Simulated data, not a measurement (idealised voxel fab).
The name of this process module is voxel trench capacitor.
Section shown: cut. Width: 250 nm. Cell size: 5 nm, square.
The cross-sections in this document take the form of a grid made of square cells. They are written out as bands, in order from top to bottom. Each band consists of one or more rows of cells. In this notation a band is specified by the heights of its top and bottom, in that order and in nm, after which its materials appear from left to right, each paired with its width in nm. The word "all across" attached to a single material means that material fills the band from edge to edge; the word "blank" stands for empty space. Height reference: 0 = level under which incoming wafer is all one material. Lowest band: no bottom, runs on downward, e.g. "0 down". Think of "30->40" as a width that walks from the first number to the second as you go down the band, top row to bottom row, taking equal-sized steps from row to row. Basically "identical to before" means that step didn't change any cell in the cross-section. Empty spaces without an open route to the top, at least 8 cells in extent, make up the entry "Trapped voids"; each is given as width x height at distance, where the distance is measured from the left edge, and all are in nm. Anything after a step's settings on that line? It's the simulator's own note about the step. The optional step-line setting "overlay nm" applies to steps with a mask and quantifies how far to the right of its planned location the mask lay, a negative value indicating leftward placement. Below you will find pairs of cross-sections. In each, one shows the wafer before one process step and the other after it, with the after view ending at the lowest band that changed. Under each pair is the step separating them, along with its settings. Do not assume the pairs form a chain: they can come from different runs of this module on the same starting wafer, and a pair continues from the pair above it only when its "Pre-step view" entry says so.
## Pre-step view
  0 down  Si all across
  Trapped voids: none
## Step Result
  5 to 0  SiN all across
  Beneath the level 0, the cross-section is identical to its previous state.
  Trapped voids: none
Between before and after, shown above: CONFORMAL_DEP [material SiN] [thk nm 5]
Pre-step view: check the pair just above; its after cross-section is our before state.
## Step Result
  15 to 5  aC all across
  Beneath the level 5, the cross-section is identical to its previous state.
  Trapped voids: none
Between before and after, shown above: DIRECTIONAL_DEP [material aC] [thk nm 10]
Pre-step view: check the pair just above; its after cross-section is our before state.
## Step Result
  40 to 15  resist: 75  blank: 20  resist: 20  blank: 20  resist: 20  blank: 20  resist: 75
  Beneath the level 15, the cross-section is identical to its previous state.
  Trapped voids: none
Between before and after, shown above: PATTERN [tone open] [mask id TRENCH] [material resist] [width nm 20] [pitch nm 40] [thk nm 25] [overlay nm 0]
Pre-step view: check the pair just above; its after cross-section is our before state.
## Step Result
  30 to 15  resist: 75  blank: 20  resist: 20  blank: 20  resist: 20  blank: 20  resist: 75
  15 to 5  aC: 75  blank: 20  aC: 20  blank: 20  aC: 20  blank: 20  aC: 75
  Beneath the level 5, the cross-section is identical to its previous state.
  Trapped voids: none
Between before and after, shown above: DIRECTIONAL_ETCH [etch materials aC] [depth nm 10]
Pre-step view: check the pair just above; its after cross-section is our before state.
## Step Result
  15 to 5  aC: 75  blank: 20  aC: 20  blank: 20  aC: 20  blank: 20  aC: 75
  Beneath the level 5, the cross-section is identical to its previous state.
  Trapped voids: none
Between before and after, shown above: STRIP [etch materials resist]
Pre-step view: check the pair just above; its after cross-section is our before state.
## Step Result
  15 to 5  aC: 75  blank: 20  aC: 20  blank: 20  aC: 20  blank: 20  aC: 75
  5 to 0  SiN: 75  blank: 20  SiN: 20  blank: 20  SiN: 20  blank: 20  SiN: 75
  Beneath the level 0, the cross-section is identical to its previous state.
  Trapped voids: none
Between before and after, shown above: DIRECTIONAL_ETCH [etch materials SiN] [depth nm 5]
Pre-step view: check the pair just above; its after cross-section is our before state.
## Step Result
  15 to 5  aC: 75  blank: 20  aC: 20  blank: 20  aC: 20  blank: 20  aC: 75
  5 to 0  SiN: 75  blank: 20  SiN: 20  blank: 20  SiN: 20  blank: 20  SiN: 75
  0 to -35  Si: 75  blank: 20  Si: 20  blank: 20  Si: 20  blank: 20  Si: 75
  Beneath the level -35, the cross-section is identical to its previous state.
  Trapped voids: none
Between before and after, shown above: DIRECTIONAL_ETCH [etch materials Si] [depth nm 35]
Pre-step view: check the pair just above; its after cross-section is our before state.
## Step Result
  5 to 0  SiN: 75  blank: 20  SiN: 20  blank: 20  SiN: 20  blank: 20  SiN: 75
  Beneath the level 0, the cross-section is identical to its previous state.
  Trapped voids: none
Between before and after, shown above: STRIP [etch materials aC]
Pre-step view: check the pair just above; its after cross-section is our before state.
## Step Result
  10 to 5  SiO2: 80  blank: 10  SiO2: 30  blank: 10  SiO2: 30  blank: 10  SiO2: 80
  5 to 0  SiN: 75  SiO2: 5  blank: 10  SiO2: 5  SiN: 20  SiO2: 5  blank: 10  SiO2: 5  SiN: 20  SiO2: 5  blank: 10  SiO2: 5  SiN: 75
  0 to -30  Si: 75  SiO2: 5  blank: 10  SiO2: 5  Si: 20  SiO2: 5  blank: 10  SiO2: 5  Si: 20  SiO2: 5  blank: 10  SiO2: 5  Si: 75
  -30 to -35  Si: 75  SiO2: 20  Si: 20  SiO2: 20  Si: 20  SiO2: 20  Si: 75
  Beneath the level -35, the cross-section is identical to its previous state.
  Trapped voids: none
Between before and after, shown above: CONFORMAL_DEP [material SiO2] [thk nm 5]
Pre-step view: check the pair just above; its after cross-section is our before state.
## Step Result
  15 to 10  polySi all across
  10 to 5  SiO2: 80  polySi: 10  SiO2: 30  polySi: 10  SiO2: 30  polySi: 10  SiO2: 80
  5 to 0  SiN: 75  SiO2: 5  polySi: 10  SiO2: 5  SiN: 20  SiO2: 5  polySi: 10  SiO2: 5  SiN: 20  SiO2: 5  polySi: 10  SiO2: 5  SiN: 75
  0 to -30  Si: 75  SiO2: 5  polySi: 10  SiO2: 5  Si: 20  SiO2: 5  polySi: 10  SiO2: 5  Si: 20  SiO2: 5  polySi: 10  SiO2: 5  Si: 75
  Beneath the level -30, the cross-section is identical to its previous state.
  Trapped voids: none
Between before and after, shown above: FILL_DEP [material polySi] [thk nm 5]
Pre-step view: check the pair just above; its after cross-section is our before state.
## Step Result
  5 to 0  SiN: 75  SiO2: 5  polySi: 10  SiO2: 5  SiN: 20  SiO2: 5  polySi: 10  SiO2: 5  SiN: 20  SiO2: 5  polySi: 10  SiO2: 5  SiN: 75
  Beneath the level 0, the cross-section is identical to its previous state.
  Trapped voids: none
Between before and after, shown above: CMP [height nm 5]
## Pre-step view
  15 to 5  aC: 75  blank: 20  aC: 20  blank: 20  aC: 20  blank: 20  aC: 75
  5 to 0  SiN: 75  blank: 20  SiN: 20  blank: 20  SiN: 20  blank: 20  SiN: 75
  0 to -35  Si: 75  blank: 20  Si: 20  blank: 20  Si: 20  blank: 20  Si: 75
  -35 down  Si all across
  Trapped voids: none
## Step Result
  20 to 15  SiO2: 80  blank: 10  SiO2: 30  blank: 10  SiO2: 30  blank: 10  SiO2: 80
  15 to 5  aC: 75  SiO2: 5  blank: 10  SiO2: 5  aC: 20  SiO2: 5  blank: 10  SiO2: 5  aC: 20  SiO2: 5  blank: 10  SiO2: 5  aC: 75
  5 to 0  SiN: 75  SiO2: 5  blank: 10  SiO2: 5  SiN: 20  SiO2: 5  blank: 10  SiO2: 5  SiN: 20  SiO2: 5  blank: 10  SiO2: 5  SiN: 75
  0 to -30  Si: 75  SiO2: 5  blank: 10  SiO2: 5  Si: 20  SiO2: 5  blank: 10  SiO2: 5  Si: 20  SiO2: 5  blank: 10  SiO2: 5  Si: 75
  -30 to -35  Si: 75  SiO2: 20  Si: 20  SiO2: 20  Si: 20  SiO2: 20  Si: 75
  Beneath the level -35, the cross-section is identical to its previous state.
  Trapped voids: none
Between before and after, shown above: CONFORMAL_DEP [material SiO2] [thk nm 5]
Pre-step view: check the pair just above; its after cross-section is our before state.
## Step Result
  25 to 20  polySi all across
  20 to 15  SiO2: 80  polySi: 10  SiO2: 30  polySi: 10  SiO2: 30  polySi: 10  SiO2: 80
  15 to 5  aC: 75  SiO2: 5  polySi: 10  SiO2: 5  aC: 20  SiO2: 5  polySi: 10  SiO2: 5  aC: 20  SiO2: 5  polySi: 10  SiO2: 5  aC: 75
  5 to 0  SiN: 75  SiO2: 5  polySi: 10  SiO2: 5  SiN: 20  SiO2: 5  polySi: 10  SiO2: 5  SiN: 20  SiO2: 5  polySi: 10  SiO2: 5  SiN: 75
  0 to -30  Si: 75  SiO2: 5  polySi: 10  SiO2: 5  Si: 20  SiO2: 5  polySi: 10  SiO2: 5  Si: 20  SiO2: 5  polySi: 10  SiO2: 5  Si: 75
  Beneath the level -30, the cross-section is identical to its previous state.
  Trapped voids: none
Between before and after, shown above: FILL_DEP [material polySi] [thk nm 5]
Pre-step view: check the pair just above; its after cross-section is our before state.
## Step Result
  5 to 0  SiN: 75  SiO2: 5  polySi: 10  SiO2: 5  SiN: 20  SiO2: 5  polySi: 10  SiO2: 5  SiN: 20  SiO2: 5  polySi: 10  SiO2: 5  SiN: 75
  Beneath the level 0, the cross-section is identical to its previous state.
  Trapped voids: none
Between before and after, shown above: CMP [height nm 5]
## Pre-step view
  30 to 15  resist: 75  blank: 20  resist: 20  blank: 20  resist: 20  blank: 20  resist: 75
  15 to 5  aC: 75  blank: 20  aC: 20  blank: 20  aC: 20  blank: 20  aC: 75
  5 to 0  SiN all across
  0 down  Si all across
  Trapped voids: none
## Step Result
  20 to 15  resist: 75  blank: 20  resist: 20  blank: 20  resist: 20  blank: 20  resist: 75
  Beneath the level 15, the cross-section is identical to its previous state.
  Trapped voids: none
Between before and after, shown above: DIRECTIONAL_ETCH [etch materials aC] [depth nm 10]
Pre-step view: check the pair just above; its after cross-section is our before state.
## Step Result
  15 to 5  aC: 75  blank: 20  aC: 20  blank: 20  aC: 20  blank: 20  aC: 75
  Beneath the level 5, the cross-section is identical to its previous state.
  Trapped voids: none
Between before and after, shown above: STRIP [etch materials resist]
## Pre-step view
  30 to 15  resist: 75  blank: 20  resist: 20  blank: 20  resist: 20  blank: 20  resist: 75
  15 to 5  aC: 75  blank: 20  aC: 20  blank: 20  aC: 20  blank: 20  aC: 75
  5 to 0  SiN all across
  0 down  Si all across
  Trapped voids: none
## Step Result
  30 to 15  resist: 75  blank: 20  resist: 20  blank: 20  resist: 20  blank: 20  resist: 75
  15 to 5  aC: 75  blank: 20  aC: 20  blank: 20  aC: 20  blank: 20  aC: 75
  5 to 0  SiN: 75  blank: 20  SiN: 20  blank: 20  SiN: 20  blank: 20  SiN: 75
  Beneath the level 0, the cross-section is identical to its previous state.
  Trapped voids: none
Between before and after, shown above: DIRECTIONAL_ETCH [etch materials SiN] [depth nm 5]
Pre-step view: check the pair just above; its after cross-section is our before state.
## Step Result
  15 to 5  aC: 75  blank: 20  aC: 20  blank: 20  aC: 20  blank: 20  aC: 75
  Beneath the level 5, the cross-section is identical to its previous state.
  Trapped voids: none
Between before and after, shown above: STRIP [etch materials resist]
## Pre-step view
  15 to 10  polySi all across
  10 to 5  SiO2: 80  polySi: 10  SiO2: 30  polySi: 10  SiO2: 30  polySi: 10  SiO2: 80
  5 to 0  SiN: 75  SiO2: 5  polySi: 10  SiO2: 5  SiN: 20  SiO2: 5  polySi: 10  SiO2: 5  SiN: 20  SiO2: 5  polySi: 10  SiO2: 5  SiN: 75
  0 to -30  Si: 75  SiO2: 5  polySi: 10  SiO2: 5  Si: 20  SiO2: 5  polySi: 10  SiO2: 5  Si: 20  SiO2: 5  polySi: 10  SiO2: 5  Si: 75
  -30 to -35  Si: 75  SiO2: 20  Si: 20  SiO2: 20  Si: 20  SiO2: 20  Si: 75
  -35 down  Si all across
  Trapped voids: none
## Step Result
  -5 to -30  Si: 75  SiO2: 5  polySi: 10  SiO2: 5  Si: 20  SiO2: 5  polySi: 10  SiO2: 5  Si: 20  SiO2: 5  polySi: 10  SiO2: 5  Si: 75
  Beneath the level -30, the cross-section is identical to its previous state.
  Trapped voids: none
Between before and after, shown above: CMP [height nm -5]
## Pre-step view
  15 to 5  aC all across
  5 to 0  SiN all across
  0 down  Si all across
  Trapped voids: none
## Step Result
  40 to 15  resist: 75  blank: 25  resist: 15  blank: 25  resist: 15  blank: 25  resist: 70
  Beneath the level 15, the cross-section is identical to its previous state.
  Trapped voids: none
Between before and after, shown above: PATTERN [tone open] [mask id TRENCH] [material resist] [width nm 25] [pitch nm 40] [thk nm 25] [overlay nm 0]
Pre-step view: check the pair just above; its after cross-section is our before state.
## Step Result
  30 to 15  resist: 75  blank: 25  resist: 15  blank: 25  resist: 15  blank: 25  resist: 70
  15 to 5  aC: 75  blank: 25  aC: 15  blank: 25  aC: 15  blank: 25  aC: 70
  Beneath the level 5, the cross-section is identical to its previous state.
  Trapped voids: none
Between before and after, shown above: DIRECTIONAL_ETCH [etch materials aC] [depth nm 10]
Pre-step view: check the pair just above; its after cross-section is our before state.
## Step Result
  15 to 5  aC: 75  blank: 25  aC: 15  blank: 25  aC: 15  blank: 25  aC: 70
  Beneath the level 5, the cross-section is identical to its previous state.
  Trapped voids: none
Between before and after, shown above: STRIP [etch materials resist]
Pre-step view: check the pair just above; its after cross-section is our before state.
## Step Result
  15 to 5  aC: 75  blank: 25  aC: 15  blank: 25  aC: 15  blank: 25  aC: 70
  5 to 0  SiN: 75  blank: 25  SiN: 15  blank: 25  SiN: 15  blank: 25  SiN: 70
  Beneath the level 0, the cross-section is identical to its previous state.
  Trapped voids: none
Between before and after, shown above: DIRECTIONAL_ETCH [etch materials SiN] [depth nm 5]
Pre-step view: check the pair just above; its after cross-section is our before state.
## Step Result
  15 to 5  aC: 75  blank: 25  aC: 15  blank: 25  aC: 15  blank: 25  aC: 70
  5 to 0  SiN: 75  blank: 25  SiN: 15  blank: 25  SiN: 15  blank: 25  SiN: 70
  0 to -35  Si: 75  blank: 25  Si: 15  blank: 25  Si: 15  blank: 25  Si: 70
  Beneath the level -35, the cross-section is identical to its previous state.
  Trapped voids: none
Between before and after, shown above: DIRECTIONAL_ETCH [etch materials Si] [depth nm 35]
Pre-step view: check the pair just above; its after cross-section is our before state.
## Step Result
  5 to 0  SiN: 75  blank: 25  SiN: 15  blank: 25  SiN: 15  blank: 25  SiN: 70
  Beneath the level 0, the cross-section is identical to its previous state.
  Trapped voids: none
Between before and after, shown above: STRIP [etch materials aC]
Pre-step view: check the pair just above; its after cross-section is our before state.
## Step Result
  10 to 5  SiO2: 80  blank: 15  SiO2: 25  blank: 15  SiO2: 25  blank: 15  SiO2: 75
  5 to 0  SiN: 75  SiO2: 5  blank: 15  SiO2: 5  SiN: 15  SiO2: 5  blank: 15  SiO2: 5  SiN: 15  SiO2: 5  blank: 15  SiO2: 5  SiN: 70
  0 to -30  Si: 75  SiO2: 5  blank: 15  SiO2: 5  Si: 15  SiO2: 5  blank: 15  SiO2: 5  Si: 15  SiO2: 5  blank: 15  SiO2: 5  Si: 70
  -30 to -35  Si: 75  SiO2: 25  Si: 15  SiO2: 25  Si: 15  SiO2: 25  Si: 70
  Beneath the level -35, the cross-section is identical to its previous state.
  Trapped voids: none
Between before and after, shown above: CONFORMAL_DEP [material SiO2] [thk nm 5]
Pre-step view: check the pair just above; its after cross-section is our before state.
## Step Result
  15 to 10  polySi all across
  10 to 5  SiO2: 80  polySi: 15  SiO2: 25  polySi: 15  SiO2: 25  polySi: 15  SiO2: 75
  5 to 0  SiN: 75  SiO2: 5  polySi: 15  SiO2: 5  SiN: 15  SiO2: 5  polySi: 15  SiO2: 5  SiN: 15  SiO2: 5  polySi: 15  SiO2: 5  SiN: 70
  0 to -30  Si: 75  SiO2: 5  polySi: 15  SiO2: 5  Si: 15  SiO2: 5  polySi: 15  SiO2: 5  Si: 15  SiO2: 5  polySi: 15  SiO2: 5  Si: 70
  Beneath the level -30, the cross-section is identical to its previous state.
  Trapped voids: none
Between before and after, shown above: FILL_DEP [material polySi] [thk nm 5]
Pre-step view: check the pair just above; its after cross-section is our before state.
## Step Result
  5 to 0  SiN: 75  SiO2: 5  polySi: 15  SiO2: 5  SiN: 15  SiO2: 5  polySi: 15  SiO2: 5  SiN: 15  SiO2: 5  polySi: 15  SiO2: 5  SiN: 70
  Beneath the level 0, the cross-section is identical to its previous state.
  Trapped voids: none
Between before and after, shown above: CMP [height nm 5]
## Pre-step view
  15 to 5  aC all across
  5 to 0  SiN all across
  0 down  Si all across
  Trapped voids: none
## Step Result
  40 to 15  resist: 85  blank: 20  resist: 20  blank: 20  resist: 20  blank: 20  resist: 65
  Beneath the level 15, the cross-section is identical to its previous state.
  Trapped voids: none
Between before and after, shown above: PATTERN [tone open] [mask id TRENCH] [material resist] [width nm 20] [pitch nm 40] [thk nm 25] [overlay nm 10]
Pre-step view: check the pair just above; its after cross-section is our before state.
## Step Result
  30 to 15  resist: 85  blank: 20  resist: 20  blank: 20  resist: 20  blank: 20  resist: 65
  15 to 5  aC: 85  blank: 20  aC: 20  blank: 20  aC: 20  blank: 20  aC: 65
  Beneath the level 5, the cross-section is identical to its previous state.
  Trapped voids: none
Between before and after, shown above: DIRECTIONAL_ETCH [etch materials aC] [depth nm 10]
Pre-step view: check the pair just above; its after cross-section is our before state.
## Step Result
  15 to 5  aC: 85  blank: 20  aC: 20  blank: 20  aC: 20  blank: 20  aC: 65
  Beneath the level 5, the cross-section is identical to its previous state.
  Trapped voids: none
Between before and after, shown above: STRIP [etch materials resist]
Pre-step view: check the pair just above; its after cross-section is our before state.
## Step Result
  15 to 5  aC: 85  blank: 20  aC: 20  blank: 20  aC: 20  blank: 20  aC: 65
  5 to 0  SiN: 85  blank: 20  SiN: 20  blank: 20  SiN: 20  blank: 20  SiN: 65
  Beneath the level 0, the cross-section is identical to its previous state.
  Trapped voids: none
Between before and after, shown above: DIRECTIONAL_ETCH [etch materials SiN] [depth nm 5]
Pre-step view: check the pair just above; its after cross-section is our before state.
## Step Result
  15 to 5  aC: 85  blank: 20  aC: 20  blank: 20  aC: 20  blank: 20  aC: 65
  5 to 0  SiN: 85  blank: 20  SiN: 20  blank: 20  SiN: 20  blank: 20  SiN: 65
  0 to -35  Si: 85  blank: 20  Si: 20  blank: 20  Si: 20  blank: 20  Si: 65
  Beneath the level -35, the cross-section is identical to its previous state.
  Trapped voids: none
Between before and after, shown above: DIRECTIONAL_ETCH [etch materials Si] [depth nm 35]
Pre-step view: check the pair just above; its after cross-section is our before state.
## Step Result
  5 to 0  SiN: 85  blank: 20  SiN: 20  blank: 20  SiN: 20  blank: 20  SiN: 65
  Beneath the level 0, the cross-section is identical to its previous state.
  Trapped voids: none
Between before and after, shown above: STRIP [etch materials aC]
Pre-step view: check the pair just above; its after cross-section is our before state.
## Step Result
  10 to 5  SiO2: 90  blank: 10  SiO2: 30  blank: 10  SiO2: 30  blank: 10  SiO2: 70
  5 to 0  SiN: 85  SiO2: 5  blank: 10  SiO2: 5  SiN: 20  SiO2: 5  blank: 10  SiO2: 5  SiN: 20  SiO2: 5  blank: 10  SiO2: 5  SiN: 65
  0 to -30  Si: 85  SiO2: 5  blank: 10  SiO2: 5  Si: 20  SiO2: 5  blank: 10  SiO2: 5  Si: 20  SiO2: 5  blank: 10  SiO2: 5  Si: 65
  -30 to -35  Si: 85  SiO2: 20  Si: 20  SiO2: 20  Si: 20  SiO2: 20  Si: 65
  Beneath the level -35, the cross-section is identical to its previous state.
  Trapped voids: none
Between before and after, shown above: CONFORMAL_DEP [material SiO2] [thk nm 5]
Pre-step view: check the pair just above; its after cross-section is our before state.
## Step Result
  15 to 10  polySi all across
  10 to 5  SiO2: 90  polySi: 10  SiO2: 30  polySi: 10  SiO2: 30  polySi: 10  SiO2: 70
  5 to 0  SiN: 85  SiO2: 5  polySi: 10  SiO2: 5  SiN: 20  SiO2: 5  polySi: 10  SiO2: 5  SiN: 20  SiO2: 5  polySi: 10  SiO2: 5  SiN: 65
  0 to -30  Si: 85  SiO2: 5  polySi: 10  SiO2: 5  Si: 20  SiO2: 5  polySi: 10  SiO2: 5  Si: 20  SiO2: 5  polySi: 10  SiO2: 5  Si: 65
  Beneath the level -30, the cross-section is identical to its previous state.
  Trapped voids: none
Between before and after, shown above: FILL_DEP [material polySi] [thk nm 5]
Pre-step view: check the pair just above; its after cross-section is our before state.
## Step Result
  5 to 0  SiN: 85  SiO2: 5  polySi: 10  SiO2: 5  SiN: 20  SiO2: 5  polySi: 10  SiO2: 5  SiN: 20  SiO2: 5  polySi: 10  SiO2: 5  SiN: 65
  Beneath the level 0, the cross-section is identical to its previous state.
  Trapped voids: none
Between before and after, shown above: CMP [height nm 5]
## Pre-step view
  0 down  Si all across
  Trapped voids: none
## Step Result
  5 to 0  polySi all across
  Beneath the level 0, the cross-section is identical to its previous state.
  Trapped voids: none
Between before and after, shown above: CONFORMAL_DEP [material polySi] [thk nm 5]
Pre-step view: check the pair just above; its after cross-section is our before state.
## Step Result
  15 to 5  aC all across
  Beneath the level 5, the cross-section is identical to its previous state.
  Trapped voids: none
Between before and after, shown above: DIRECTIONAL_DEP [material aC] [thk nm 10]
Pre-step view: check the pair just above; its after cross-section is our before state.
## Step Result
  40 to 15  resist: 75  blank: 20  resist: 20  blank: 20  resist: 20  blank: 20  resist: 75
  Beneath the level 15, the cross-section is identical to its previous state.
  Trapped voids: none
Between before and after, shown above: PATTERN [tone open] [mask id TRENCH] [material resist] [width nm 20] [pitch nm 40] [thk nm 25] [overlay nm 0]
Pre-step view: check the pair just above; its after cross-section is our before state.
## Step Result
  30 to 15  resist: 75  blank: 20  resist: 20  blank: 20  resist: 20  blank: 20  resist: 75
  15 to 5  aC: 75  blank: 20  aC: 20  blank: 20  aC: 20  blank: 20  aC: 75
  Beneath the level 5, the cross-section is identical to its previous state.
  Trapped voids: none
Between before and after, shown above: DIRECTIONAL_ETCH [etch materials aC] [depth nm 10]
Pre-step view: check the pair just above; its after cross-section is our before state.
## Step Result
  15 to 5  aC: 75  blank: 20  aC: 20  blank: 20  aC: 20  blank: 20  aC: 75
  Beneath the level 5, the cross-section is identical to its previous state.
  Trapped voids: none
Between before and after, shown above: STRIP [etch materials resist]
Pre-step view: check the pair just above; its after cross-section is our before state.
## Step Result
  15 to 5  aC: 75  blank: 20  aC: 20  blank: 20  aC: 20  blank: 20  aC: 75
  5 to 0  polySi: 75  blank: 20  polySi: 20  blank: 20  polySi: 20  blank: 20  polySi: 75
  0 to -30  Si: 75  blank: 20  Si: 20  blank: 20  Si: 20  blank: 20  Si: 75
  Beneath the level -30, the cross-section is identical to its previous state.
  Trapped voids: none
Between before and after, shown above: DIRECTIONAL_ETCH [etch materials Si] [depth nm 35]
Pre-step view: check the pair just above; its after cross-section is our before state.
## Step Result
  5 to 0  polySi: 75  blank: 20  polySi: 20  blank: 20  polySi: 20  blank: 20  polySi: 75
  Beneath the level 0, the cross-section is identical to its previous state.
  Trapped voids: none
Between before and after, shown above: STRIP [etch materials aC]
Pre-step view: check the pair just above; its after cross-section is our before state.
## Step Result
  10 to 5  SiO2: 80  blank: 10  SiO2: 30  blank: 10  SiO2: 30  blank: 10  SiO2: 80
  5 to 0  polySi: 75  SiO2: 5  blank: 10  SiO2: 5  polySi: 20  SiO2: 5  blank: 10  SiO2: 5  polySi: 20  SiO2: 5  blank: 10  SiO2: 5  polySi: 75
  0 to -25  Si: 75  SiO2: 5  blank: 10  SiO2: 5  Si: 20  SiO2: 5  blank: 10  SiO2: 5  Si: 20  SiO2: 5  blank: 10  SiO2: 5  Si: 75
  -25 to -30  Si: 75  SiO2: 20  Si: 20  SiO2: 20  Si: 20  SiO2: 20  Si: 75
  Beneath the level -30, the cross-section is identical to its previous state.
  Trapped voids: none
Between before and after, shown above: CONFORMAL_DEP [material SiO2] [thk nm 5]
Pre-step view: check the pair just above; its after cross-section is our before state.
## Step Result
  15 to 10  polySi all across
  10 to 5  SiO2: 80  polySi: 10  SiO2: 30  polySi: 10  SiO2: 30  polySi: 10  SiO2: 80
  5 to 0  polySi: 75  SiO2: 5  polySi: 10  SiO2: 5  polySi: 20  SiO2: 5  polySi: 10  SiO2: 5  polySi: 20  SiO2: 5  polySi: 10  SiO2: 5  polySi: 75
  0 to -25  Si: 75  SiO2: 5  polySi: 10  SiO2: 5  Si: 20  SiO2: 5  polySi: 10  SiO2: 5  Si: 20  SiO2: 5  polySi: 10  SiO2: 5  Si: 75
  Beneath the level -25, the cross-section is identical to its previous state.
  Trapped voids: none
Between before and after, shown above: FILL_DEP [material polySi] [thk nm 5]
Pre-step view: check the pair just above; its after cross-section is our before state.
## Step Result
  5 to 0  polySi: 75  SiO2: 5  polySi: 10  SiO2: 5  polySi: 20  SiO2: 5  polySi: 10  SiO2: 5  polySi: 20  SiO2: 5  polySi: 10  SiO2: 5  polySi: 75
  Beneath the level 0, the cross-section is identical to its previous state.
  Trapped voids: none
Between before and after, shown above: CMP [height nm 5]
## Pre-step view
  15 to 5  aC all across
  5 to 0  SiN all across
  0 down  Si all across
  Trapped voids: none
## Step Result
  40 to 15  blank: 75  resist: 20  blank: 20  resist: 20  blank: 20  resist: 20  blank: 75
  Beneath the level 15, the cross-section is identical to its previous state.
  Trapped voids: none
Between before and after, shown above: PATTERN [tone cover] [mask id TRENCH] [material resist] [width nm 20] [pitch nm 40] [thk nm 25] [overlay nm 0]
Pre-step view: check the pair just above; its after cross-section is our before state.
## Step Result
  30 to 15  blank: 75  resist: 20  blank: 20  resist: 20  blank: 20  resist: 20  blank: 75
  15 to 5  blank: 75  aC: 20  blank: 20  aC: 20  blank: 20  aC: 20  blank: 75
  Beneath the level 5, the cross-section is identical to its previous state.
  Trapped voids: none
Between before and after, shown above: DIRECTIONAL_ETCH [etch materials aC] [depth nm 10]
Pre-step view: check the pair just above; its after cross-section is our before state.
## Step Result
  15 to 5  blank: 75  aC: 20  blank: 20  aC: 20  blank: 20  aC: 20  blank: 75
  Beneath the level 5, the cross-section is identical to its previous state.
  Trapped voids: none
Between before and after, shown above: STRIP [etch materials resist]
Pre-step view: check the pair just above; its after cross-section is our before state.
## Step Result
  15 to 5  blank: 75  aC: 20  blank: 20  aC: 20  blank: 20  aC: 20  blank: 75
  5 to 0  blank: 75  SiN: 20  blank: 20  SiN: 20  blank: 20  SiN: 20  blank: 75
  Beneath the level 0, the cross-section is identical to its previous state.
  Trapped voids: none
Between before and after, shown above: DIRECTIONAL_ETCH [etch materials SiN] [depth nm 5]
Pre-step view: check the pair just above; its after cross-section is our before state.
## Step Result
  15 to 5  blank: 75  aC: 20  blank: 20  aC: 20  blank: 20  aC: 20  blank: 75
  5 to 0  blank: 75  SiN: 20  blank: 20  SiN: 20  blank: 20  SiN: 20  blank: 75
  0 to -35  blank: 75  Si: 20  blank: 20  Si: 20  blank: 20  Si: 20  blank: 75
  Beneath the level -35, the cross-section is identical to its previous state.
  Trapped voids: none
Between before and after, shown above: DIRECTIONAL_ETCH [etch materials Si] [depth nm 35]
Pre-step view: check the pair just above; its after cross-section is our before state.
## Step Result
  5 to 0  blank: 75  SiN: 20  blank: 20  SiN: 20  blank: 20  SiN: 20  blank: 75
  Beneath the level 0, the cross-section is identical to its previous state.
  Trapped voids: none
Between before and after, shown above: STRIP [etch materials aC]
Pre-step view: check the pair just above; its after cross-section is our before state.
## Step Result
  10 to 5  blank: 70  SiO2: 30  blank: 10  SiO2: 30  blank: 10  SiO2: 30  blank: 70
  5 to 0  blank: 70  SiO2: 5  SiN: 20  SiO2: 5  blank: 10  SiO2: 5  SiN: 20  SiO2: 5  blank: 10  SiO2: 5  SiN: 20  SiO2: 5  blank: 70
  0 to -30  blank: 70  SiO2: 5  Si: 20  SiO2: 5  blank: 10  SiO2: 5  Si: 20  SiO2: 5  blank: 10  SiO2: 5  Si: 20  SiO2: 5  blank: 70
  -30 to -35  SiO2: 75  Si: 20  SiO2: 20  Si: 20  SiO2: 20  Si: 20  SiO2: 75
  Beneath the level -35, the cross-section is identical to its previous state.
  Trapped voids: none
Between before and after, shown above: CONFORMAL_DEP [material SiO2] [thk nm 5]
Pre-step view: check the pair just above; its after cross-section is our before state.
## Step Result
  15 to 10  polySi all across
  10 to 5  polySi: 70  SiO2: 30  polySi: 10  SiO2: 30  polySi: 10  SiO2: 30  polySi: 70
  5 to 0  polySi: 70  SiO2: 5  SiN: 20  SiO2: 5  polySi: 10  SiO2: 5  SiN: 20  SiO2: 5  polySi: 10  SiO2: 5  SiN: 20  SiO2: 5  polySi: 70
  0 to -30  polySi: 70  SiO2: 5  Si: 20  SiO2: 5  polySi: 10  SiO2: 5  Si: 20  SiO2: 5  polySi: 10  SiO2: 5  Si: 20  SiO2: 5  polySi: 70
  Beneath the level -30, the cross-section is identical to its previous state.
  Trapped voids: none
Between before and after, shown above: FILL_DEP [material polySi] [thk nm 5]
Pre-step view: check the pair just above; its after cross-section is our before state.
## Step Result
  5 to 0  polySi: 70  SiO2: 5  SiN: 20  SiO2: 5  polySi: 10  SiO2: 5  SiN: 20  SiO2: 5  polySi: 10  SiO2: 5  SiN: 20  SiO2: 5  polySi: 70
  Beneath the level 0, the cross-section is identical to its previous state.
  Trapped voids: none
Between before and after, shown above: CMP [height nm 5]
